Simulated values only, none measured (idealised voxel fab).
The name of this process module is voxel self aligned contacts.
Xsec cut, 280 nm wide, square cell size 5 nm.
Cross-section format: a grid of square cells, given as bands from top to bottom; each band is one or more rows of cells.
Band: top and bottom heights (nm) first, top before bottom; then materials from left to right, widths in nm. "edge to edge" marks a sole material filling the band edge to edge. "empty" denotes empty space.
Heads up on the height convention: 0 is the point under which the incoming wafer is all one material, and the lowest band has no bottom, it just keeps going down, like "0 and below".
A width such as "30..40" changes by the same amount from each row of cells to the next, from the band's top row to its bottom row.
When a step is marked "left unchanged", none of the cells in the cross-section changed during that step.
For the entry "Tabulated closed voids", the listed items are empty spaces with no open way to the top whose size is 8 cells or more; each item follows the pattern width x height at distance, where distance is from the left edge and all three are in nm.
What comes after the settings on a step's line is commentary from the simulator itself on that step.
overlay nm: on a step with a mask, how far right of its planned place the mask lay; negative means left.

The steps planned for the process are as follows
1. RECEIVE: material Si
2. CONFORMAL_DEP: material SiO2, thk nm 5
3. DIRECTIONAL_DEP: material polySi, thk nm 30
4. DIRECTIONAL_DEP: material SiN, thk nm 20
5. MASKED_ETCH: tone cover, mask id GATE, width nm 25, pitch nm 50, etch materials SiN, depth nm 20, overlay nm 0
6. MASKED_ETCH: tone cover, mask id GATE, width nm 25, pitch nm 50, etch materials polySi, depth nm 30, overlay nm 0
7. CONFORMAL_DEP: material SiN, thk nm 5
8. DIRECTIONAL_ETCH: etch materials SiN, depth nm 5
9. FILL_DEP: material SiO2, thk nm 20
10. CMP: height nm 65
11. PATTERN: tone open, mask id CONTACT, material resist, width nm 35, pitch nm 50, thk nm 15, overlay nm 0
12. DIRECTIONAL_ETCH: etch materials SiO2, depth nm 65
13. STRIP: etch materials resist
14. CONFORMAL_DEP: material TiN, thk nm 5
15. FILL_DEP: material W, thk nm 10
16. CMP: height nm 65
17. CONFORMAL_DEP: material SiCN, thk nm 5

The first of a set of two wafers, run to plan

As-received state of the wafer in cross-section, equivalent to post-step 1
0 and below = Si edge to edge
Tabulated closed voids: none

Cross-section of the wafer after step 2
5 down to 0 = SiO2 edge to edge
All layers under 0 are left as they were.

Cross-section of the wafer after step 3
35 down to 5 = polySi edge to edge
All layers under 5 are left as they were.

Cross-section of the wafer after step 4
55 down to 35 = SiN edge to edge
All layers under 35 are left as they were.

Cross-section of the wafer after step 5
55 down to 35 = 75 nm empty, 25 nm SiN, 25 nm empty, 25 nm SiN, 25 nm empty, 25 nm SiN, 80 nm empty
All layers under 35 are left as they were.

Cross-section of the wafer after step 6
55 down to 35 = 75 nm empty, 25 nm SiN, 25 nm empty, 25 nm SiN, 25 nm empty, 25 nm SiN, 80 nm empty
35 down to 5 = 75 nm empty, 25 nm polySi, 25 nm empty, 25 nm polySi, 25 nm empty, 25 nm polySi, 80 nm empty
All layers under 5 are left as they were.

Cross-section of the wafer after step 7
60 down to 35 = 70 nm empty, 35 nm SiN, 15 nm empty, 35 nm SiN, 15 nm empty, 35 nm SiN, 75 nm empty
35 down to 10 = 70 nm empty, 5 nm SiN, 25 nm polySi, 5 nm SiN, 15 nm empty, 5 nm SiN, 25 nm polySi, 5 nm SiN, 15 nm empty, 5 nm SiN, 25 nm polySi, 5 nm SiN, 75 nm empty
10 down to 5 = 75 nm SiN, 25 nm polySi, 25 nm SiN, 25 nm polySi, 25 nm SiN, 25 nm polySi, 80 nm SiN
All layers under 5 are left as they were.

Cross-section of the wafer after step 8
55 down to 35 = 70 nm empty, 35 nm SiN, 15 nm empty, 35 nm SiN, 15 nm empty, 35 nm SiN, 75 nm empty
35 down to 5 = 70 nm empty, 5 nm SiN, 25 nm polySi, 5 nm SiN, 15 nm empty, 5 nm SiN, 25 nm polySi, 5 nm SiN, 15 nm empty, 5 nm SiN, 25 nm polySi, 5 nm SiN, 75 nm empty
All layers under 5 are left as they were.

Cross-section of the wafer after step 9
75 down to 55 = SiO2 edge to edge
55 down to 35 = 70 nm SiO2, 35 nm SiN, 15 nm SiO2, 35 nm SiN, 15 nm SiO2, 35 nm SiN, 75 nm SiO2
35 down to 5 = 70 nm SiO2, 5 nm SiN, 25 nm polySi, 5 nm SiN, 15 nm SiO2, 5 nm SiN, 25 nm polySi, 5 nm SiN, 15 nm SiO2, 5 nm SiN, 25 nm polySi, 5 nm SiN, 75 nm SiO2
All layers under 5 are left as they were.

Cross-section of the wafer after step 10
65 down to 55 = SiO2 edge to edge
All layers under 55 are left as they were.

Cross-section of the wafer after step 11
80 down to 65 = 95 nm resist, 35 nm empty, 15 nm resist, 35 nm empty, 100 nm resist
All layers under 65 are left as they were.

Cross-section of the wafer after step 12
80 down to 65 = 95 nm resist, 35 nm empty, 15 nm resist, 35 nm empty, 100 nm resist
65 down to 55 = 95 nm SiO2, 35 nm empty, 15 nm SiO2, 35 nm empty, 100 nm SiO2
55 down to 35 = 70 nm SiO2, 35 nm SiN, 15 nm empty, 35 nm SiN, 15 nm empty, 35 nm SiN, 75 nm SiO2
35 down to 5 = 70 nm SiO2, 5 nm SiN, 25 nm polySi, 5 nm SiN, 15 nm empty, 5 nm SiN, 25 nm polySi, 5 nm SiN, 15 nm empty, 5 nm SiN, 25 nm polySi, 5 nm SiN, 75 nm SiO2
5 down to 0 = 105 nm SiO2, 15 nm empty, 35 nm SiO2, 15 nm empty, 110 nm SiO2
All layers under 0 are left as they were.

Cross-section of the wafer after step 13
65 down to 55 = 95 nm SiO2, 35 nm empty, 15 nm SiO2, 35 nm empty, 100 nm SiO2
All layers under 55 are left as they were.

Cross-section of the wafer after step 14
70 down to 65 = 100 nm TiN, 25 nm empty, 25 nm TiN, 25 nm empty, 105 nm TiN
65 down to 55 = 95 nm SiO2, 5..15 nm TiN, 25..5 nm empty, 5..15 nm TiN, 15 nm SiO2, 5..15 nm TiN, 25..5 nm empty, 5..15 nm TiN, 100 nm SiO2
55 down to 35 = 70 nm SiO2, 35 nm SiN, 5 nm TiN, 5 nm empty, 5 nm TiN, 35 nm SiN, 5 nm TiN, 5 nm empty, 5 nm TiN, 35 nm SiN, 75 nm SiO2
35 down to 5 = 70 nm SiO2, 5 nm SiN, 25 nm polySi, 5 nm SiN, 5 nm TiN, 5 nm empty, 5 nm TiN, 5 nm SiN, 25 nm polySi, 5 nm SiN, 5 nm TiN, 5 nm empty, 5 nm TiN, 5 nm SiN, 25 nm polySi, 5 nm SiN, 75 nm SiO2
5 down to 0 = 105 nm SiO2, 15 nm TiN, 35 nm SiO2, 15 nm TiN, 110 nm SiO2
All layers under 0 are left as they were.

Cross-section of the wafer after step 15
80 down to 70 = W edge to edge
70 down to 65 = 100 nm TiN, 25 nm W, 25 nm TiN, 25 nm W, 105 nm TiN
65 down to 55 = 95 nm SiO2, 5..15 nm TiN, 25..5 nm W, 5..15 nm TiN, 15 nm SiO2, 5..15 nm TiN, 25..5 nm W, 5..15 nm TiN, 100 nm SiO2
55 down to 35 = 70 nm SiO2, 35 nm SiN, 5 nm TiN, 5 nm W, 5 nm TiN, 35 nm SiN, 5 nm TiN, 5 nm W, 5 nm TiN, 35 nm SiN, 75 nm SiO2
35 down to 5 = 70 nm SiO2, 5 nm SiN, 25 nm polySi, 5 nm SiN, 5 nm TiN, 5 nm W, 5 nm TiN, 5 nm SiN, 25 nm polySi, 5 nm SiN, 5 nm TiN, 5 nm W, 5 nm TiN, 5 nm SiN, 25 nm polySi, 5 nm SiN, 75 nm SiO2
All layers under 5 are left as they were.

Cross-section of the wafer after step 16
65 down to 55 = 95 nm SiO2, 5..15 nm TiN, 25..5 nm W, 5..15 nm TiN, 15 nm SiO2, 5..15 nm TiN, 25..5 nm W, 5..15 nm TiN, 100 nm SiO2
All layers under 55 are left as they were.

Cross-section of the wafer after step 17
70 down to 65 = SiCN edge to edge
All layers under 65 are left as they were.

Wafer two of the pair: same origin, same plan, one error during the run; identical to wafer one up to and including step 6

X-section, second wafer, when step 7 was due to finish: left unchanged

X-section, second wafer, when step 8 was due to finish
50 down to 35 = 75 nm empty, 25 nm SiN, 25 nm empty, 25 nm SiN, 25 nm empty, 25 nm SiN, 80 nm empty
All layers under 35 are left as they were.

X-section, second wafer, when step 9 was due to finish
70 down to 50 = SiO2 edge to edge
50 down to 35 = 75 nm SiO2, 25 nm SiN, 25 nm SiO2, 25 nm SiN, 25 nm SiO2, 25 nm SiN, 80 nm SiO2
35 down to 5 = 75 nm SiO2, 25 nm polySi, 25 nm SiO2, 25 nm polySi, 25 nm SiO2, 25 nm polySi, 80 nm SiO2
All layers under 5 are left as they were.

X-section, second wafer, when step 10 was due to finish
65 down to 50 = SiO2 edge to edge
All layers under 50 are left as they were.

X-section, second wafer, when step 11 was due to finish
80 down to 65 = 95 nm resist, 35 nm empty, 15 nm resist, 35 nm empty, 100 nm resist
All layers under 65 are left as they were.

X-section, second wafer, when step 12 was due to finish
80 down to 65 = 95 nm resist, 35 nm empty, 15 nm resist, 35 nm empty, 100 nm resist
65 down to 50 = 95 nm SiO2, 35 nm empty, 15 nm SiO2, 35 nm empty, 100 nm SiO2
50 down to 35 = 75 nm SiO2, 25 nm SiN, 25 nm empty, 25 nm SiN, 25 nm empty, 25 nm SiN, 80 nm SiO2
35 down to 5 = 75 nm SiO2, 25 nm polySi, 25 nm empty, 25 nm polySi, 25 nm empty, 25 nm polySi, 80 nm SiO2
5 down to 0 = 100 nm SiO2, 25 nm empty, 25 nm SiO2, 25 nm empty, 105 nm SiO2
All layers under 0 are left as they were.

X-section, second wafer, when step 13 was due to finish
65 down to 50 = 95 nm SiO2, 35 nm empty, 15 nm SiO2, 35 nm empty, 100 nm SiO2
All layers under 50 are left as they were.

X-section, second wafer, when step 14 was due to finish
70 down to 65 = 100 nm TiN, 25 nm empty, 25 nm TiN, 25 nm empty, 105 nm TiN
65 down to 55 = 95 nm SiO2, 5 nm TiN, 25 nm empty, 5 nm TiN, 15 nm SiO2, 5 nm TiN, 25 nm empty, 5 nm TiN, 100 nm SiO2
55 down to 50 = 95 nm SiO2, 10 nm TiN, 15 nm empty, 10 nm TiN, 15 nm SiO2, 10 nm TiN, 15 nm empty, 10 nm TiN, 100 nm SiO2
50 down to 35 = 75 nm SiO2, 25 nm SiN, 5 nm TiN, 15 nm empty, 5 nm TiN, 25 nm SiN, 5 nm TiN, 15 nm empty, 5 nm TiN, 25 nm SiN, 80 nm SiO2
35 down to 5 = 75 nm SiO2, 25 nm polySi, 5 nm TiN, 15 nm empty, 5 nm TiN, 25 nm polySi, 5 nm TiN, 15 nm empty, 5 nm TiN, 25 nm polySi, 80 nm SiO2
5 down to 0 = 100 nm SiO2, 25 nm TiN, 25 nm SiO2, 25 nm TiN, 105 nm SiO2
All layers under 0 are left as they were.

X-section, second wafer, when step 15 was due to finish
80 down to 70 = W edge to edge
70 down to 65 = 100 nm TiN, 25 nm W, 25 nm TiN, 25 nm W, 105 nm TiN
65 down to 55 = 95 nm SiO2, 5 nm TiN, 25 nm W, 5 nm TiN, 15 nm SiO2, 5 nm TiN, 25 nm W, 5 nm TiN, 100 nm SiO2
55 down to 50 = 95 nm SiO2, 10 nm TiN, 15 nm W, 10 nm TiN, 15 nm SiO2, 10 nm TiN, 15 nm W, 10 nm TiN, 100 nm SiO2
50 down to 35 = 75 nm SiO2, 25 nm SiN, 5 nm TiN, 15 nm W, 5 nm TiN, 25 nm SiN, 5 nm TiN, 15 nm W, 5 nm TiN, 25 nm SiN, 80 nm SiO2
35 down to 5 = 75 nm SiO2, 25 nm polySi, 5 nm TiN, 15 nm W, 5 nm TiN, 25 nm polySi, 5 nm TiN, 15 nm W, 5 nm TiN, 25 nm polySi, 80 nm SiO2
All layers under 5 are left as they were.

X-section, second wafer, when step 16 was due to finish
65 down to 55 = 95 nm SiO2, 5 nm TiN, 25 nm W, 5 nm TiN, 15 nm SiO2, 5 nm TiN, 25 nm W, 5 nm TiN, 100 nm SiO2
All layers under 55 are left as they were.

X-section, second wafer, when step 17 was due to finish
70 down to 65 = SiCN edge to edge
All layers under 65 are left as they were.
Deviation from plan: plan step 7 never ran because it was skipped
Once processing is complete, comparing cell counts shows that the second wafer has more or fewer of certain materials than the first: 75 fewer of SiN, 27 more of SiO2, 48 more of W
